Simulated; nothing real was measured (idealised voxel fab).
The process module presented herein is designated voxel quadruple lines.
The cross-section shown here is cut; it is 270 nm wide and divided into square cells measuring 5 nm on a side.
If you're reading a cross-section in this doc, picture square cells in a grid; it comes to you as bands, top ones listed first down to the bottom, and a band can be one or more rows of cells. Quick guide to a band line: top height, bottom height (nm) up front; then every material left to right with its width in nm. Only one material and it's marked "all across"? Then it fills the band edge to edge. And "blank" just means empty space. Below 0: as-received wafer, all one material; heights counted from there. Lowest band: no bottom, goes on down, written "0 nm and below". Per-row width for "30 to 40": begins at first number (top row of band), ends at second number (bottom row), increment between rows held constant. "nothing changed", as given for a step, is the statement that not any cell of the cross-section underwent a change during that step. Basically, "Voids, enclosed" tells you about the enclosed voids: empty spaces with no open way to the top, 8 cells or bigger, each written width x height at distance, where distance is from the left edge, all in nm. It should be noted that, on the line of a given step, the content following the step's settings is a remark produced by the simulator itself with respect to that step. The optional step-line setting "overlay nm" applies to steps with a mask and quantifies how far to the right of its planned location the mask lay, a negative value indicating leftward placement.
### List of planned process steps
1. RECEIVE | material Si
2. CONFORMAL_DEP | material SiO2 | thk nm 5
3. DIRECTIONAL_DEP | material Ru | thk nm 10
4. DIRECTIONAL_DEP | material polySi | thk nm 15
5. DIRECTIONAL_DEP | material aC | thk nm 25
6. PATTERN | tone cover | mask id MANDREL | material resist | width nm 30 | pitch nm 80 | thk nm 30 | overlay nm 0
7. DIRECTIONAL_ETCH | etch materials aC | depth nm 25
8. STRIP | etch materials resist
9. CONFORMAL_DEP | material SiO2 | thk nm 10
10. DIRECTIONAL_ETCH | etch materials SiO2 | depth nm 10
11. STRIP | etch materials aC
12. DIRECTIONAL_ETCH | etch materials polySi | depth nm 15
13. STRIP | etch materials SiO2
14. CONFORMAL_DEP | material SiCN | thk nm 10
15. DIRECTIONAL_ETCH | etch materials SiCN | depth nm 10
16. STRIP | etch materials polySi
17. DIRECTIONAL_ETCH | etch materials Ru | depth nm 10
18. STRIP | etch materials SiCN
The wafers are alike at the start. At step 2, their thk nm differs. The plan lists the first wafer's value.
### First wafer of several, as received: cross-section after step 1
    0 nm and below  Si all across
    Voids, enclosed: none
### The cross-section of the first of several wafers is given below for the end of the module, after its final step, step 18
    15 nm to 5 nm  60 nm blank  10 nm Ru  10 nm blank  10 nm Ru  10 nm blank  10 nm Ru  10 nm blank  10 nm Ru  10 nm blank  10 nm Ru  10 nm blank  10 nm Ru  10 nm blank  10 nm Ru  10 nm blank  10 nm Ru  60 nm blank
    5 nm to 0 nm  SiO2 all across
    0 nm and below  Si all across
    Voids, enclosed: none
### Showing the last wafer in cross-section at the end of the module
    35 nm to 25 nm  60 nm blank  10 nm Ru  10 nm blank  10 nm Ru  10 nm blank  10 nm Ru  10 nm blank  10 nm Ru  10 nm blank  10 nm Ru  10 nm blank  10 nm Ru  10 nm blank  10 nm Ru  10 nm blank  10 nm Ru  60 nm blank
    25 nm to 0 nm  SiO2 all across
    0 nm and below  Si all across
    Voids, enclosed: none
### Rows = wafers. At module end, each row lists per material the cells gained (+) or lost (-) since the wafer was received, then the closed voids
thk nm 5 | +32 Ru | +54 SiO2 | Voids, enclosed: none
thk nm 10 | +32 Ru | +108 SiO2 | Voids, enclosed: none
thk nm 15 | +32 Ru | +162 SiO2 | Voids, enclosed: none
thk nm 20 | +32 Ru | +216 SiO2 | Voids, enclosed: none
thk nm 25 | +32 Ru | +270 SiO2 | Voids, enclosed: none
